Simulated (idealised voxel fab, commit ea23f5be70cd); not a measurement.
voxel capacitor over wiring: a process module
Shown is cross-section cut, with a width of 245 nm and square cells of size 5 nm.
Each cross-section below is a grid of square cells, stated as bands in top-down order, with one or more rows of cells making up each band.
The band entry comprises the height of the band's top followed by the height of its bottom, expressed in nm, and subsequently the band's materials from left to right, each stated together with its width in nm. Where a single material is marked with the word "everywhere", that material fills the band from edge to edge. The word "empty" represents empty space.
Zero point of the height axis is 0; under it, received wafer = one material. Lowest band: continues down indefinitely, "top 0, no bottom".
Width "30..40": first value at the band's top row of cells, second value at its bottom row, equal change from row to row.
The cross-section has no changed cell in any step marked "nothing got changed".
"Entrapped voids" - sealed voids, min. 8 cells, no opening to top; format: width x height at distance (distance from left edge; nm throughout).
Heads up: the bit after the settings on a step's line is the simulator's remark on that step.
overlay nm: where the mask lay relative to plan, measured to the right, on steps with a mask; negatives go left.
Steps planned for the process:
- 1: RECEIVE | material Si
- 2: CONFORMAL_DEP | material SiO2 | thk nm 15
- 3: DIRECTIONAL_DEP | material TiN | thk nm 5
- 4: DIRECTIONAL_DEP | material W | thk nm 25
- 5: DIRECTIONAL_DEP | material aC | thk nm 10
- 6: PATTERN | tone cover | mask id METAL_1 | material resist | width nm 25 | pitch nm 80 | thk nm 30 | overlay nm 0
- 7: DIRECTIONAL_ETCH | etch materials aC | depth nm 10
- 8: STRIP | etch materials resist
- 9: DIRECTIONAL_ETCH | etch materials W | depth nm 25
- 10: DIRECTIONAL_ETCH | etch materials TiN | depth nm 5
- 11: STRIP | etch materials aC
- 12: CONFORMAL_DEP | material SiCN | thk nm 5
- 13: FILL_DEP | material lowk | thk nm 10
- 14: CMP | height nm 45
- 15: CONFORMAL_DEP | material SiCN | thk nm 5
- 16: DIRECTIONAL_DEP | material lowk | thk nm 10
- 17: DIRECTIONAL_DEP | material aC | thk nm 10
- 18: PATTERN | tone open | mask id PLUG_1 | material resist | width nm 15 | thk nm 30 | overlay nm 0
- 19: DIRECTIONAL_ETCH | etch materials aC | depth nm 10
- 20: STRIP | etch materials resist
- 21: DIRECTIONAL_ETCH | etch materials lowk | depth nm 10
- 22: DIRECTIONAL_ETCH | etch materials SiCN | depth nm 5
- 23: STRIP | etch materials aC
- 24: CONFORMAL_DEP | material TiN | thk nm 5
- 25: FILL_DEP | material Cu | thk nm 5
- 26: CMP | height nm 60
- 27: DIRECTIONAL_DEP | material TiN | thk nm 5
- 28: DIRECTIONAL_DEP | material SiN | thk nm 5
- 29: DIRECTIONAL_DEP | material TiN | thk nm 5
- 30: DIRECTIONAL_DEP | material aC | thk nm 10
- 31: PATTERN | tone cover | mask id UPPER_PLATE | material resist | width nm 60 | thk nm 30 | overlay nm 0
- 32: DIRECTIONAL_ETCH | etch materials aC | depth nm 10
- 33: STRIP | etch materials resist
- 34: DIRECTIONAL_ETCH | etch materials TiN | depth nm 5
- 35: DIRECTIONAL_ETCH | etch materials SiN | depth nm 5
- 36: STRIP | etch materials aC
- 37: PATTERN | tone cover | mask id LOWER_PLATE | material resist | width nm 70 | thk nm 20 | overlay nm 0
- 38: DIRECTIONAL_ETCH | etch materials TiN | depth nm 5
- 39: STRIP | etch materials resist
- 40: FILL_DEP | material SiO2 | thk nm 20
- 41: CMP | height nm 90
- 42: MASKED_ETCH | tone open | mask id PLUG_2 | width nm 15 | etch materials SiO2 | depth nm 15 | overlay nm 0
- 43: CONFORMAL_DEP | material TiN | thk nm 5
- 44: FILL_DEP | material Cu | thk nm 10
- 45: CMP | height nm 90
- 46: CONFORMAL_DEP | material SiN | thk nm 5
Cross-section of the wafer upon arrival, representing the state reached after step 1:
- top 0, no bottom | Si everywhere
- Entrapped voids: none
Here's the cross-section of the first of our two wafers at the end of the module - it ran as planned:
- top 95, bottom 90 | SiN everywhere
- top 90, bottom 80 | SiO2 90 nm / TiN 5 nm / Cu 5 nm / TiN 5 nm / SiO2 140 nm
- top 80, bottom 70 | SiO2 90..80 nm / TiN 15..60 nm / SiO2 140..105 nm
- top 70, bottom 65 | SiO2 80 nm / SiN 60 nm / SiO2 105 nm
- top 65, bottom 60 | SiO2 75 nm / TiN 70 nm / SiO2 100 nm
- top 60, bottom 50 | lowk 80 nm / TiN 5 nm / Cu 5 nm / TiN 5 nm / lowk 150 nm
- top 50, bottom 45 | SiCN 80 nm / TiN 15 nm / SiCN 150 nm
- top 45, bottom 20 | lowk 65 nm / SiCN 5 nm / W 25 nm / SiCN 5 nm / lowk 45 nm / SiCN 5 nm / W 25 nm / SiCN 5 nm / lowk 65 nm
- top 20, bottom 15 | SiCN 70 nm / TiN 25 nm / SiCN 55 nm / TiN 25 nm / SiCN 70 nm
- top 15, bottom 0 | SiO2 everywhere
- top 0, no bottom | Si everywhere
- Entrapped voids: none
Wafer two (of two), end-of-module cross-section: start = wafer one, plan = wafer one, one run mistake:
- top 95, bottom 90 | SiN everywhere
- top 90, bottom 85 | TiN 95 nm / Cu 5 nm / TiN 145 nm
- top 85, bottom 80 | SiO2 90 nm / TiN 5 nm / Cu 5 nm / TiN 5 nm / SiO2 140 nm
- top 80, bottom 70 | SiO2 90..80 nm / TiN 15..60 nm / SiO2 140..105 nm
- top 70, bottom 65 | SiO2 80 nm / SiN 60 nm / SiO2 105 nm
- top 65, bottom 60 | SiO2 75 nm / TiN 70 nm / SiO2 100 nm
- top 60, bottom 50 | lowk 80 nm / TiN 5 nm / Cu 5 nm / TiN 5 nm / lowk 150 nm
- top 50, bottom 45 | SiCN 80 nm / TiN 15 nm / SiCN 150 nm
- top 45, bottom 20 | lowk 65 nm / SiCN 5 nm / W 25 nm / SiCN 5 nm / lowk 45 nm / SiCN 5 nm / W 25 nm / SiCN 5 nm / lowk 65 nm
- top 20, bottom 15 | SiCN 70 nm / TiN 25 nm / SiCN 55 nm / TiN 25 nm / SiCN 70 nm
- top 15, bottom 0 | SiO2 everywhere
- top 0, no bottom | Si everywhere
- Entrapped voids: none
What went wrong in running the wafer? step 41 was processed under conditions differing from the plan, specifically as CMP | height nm 85
Counted in cells at the end, the second wafer holds more or fewer of these materials than the first: 46 fewer of SiO2, 46 more of TiN
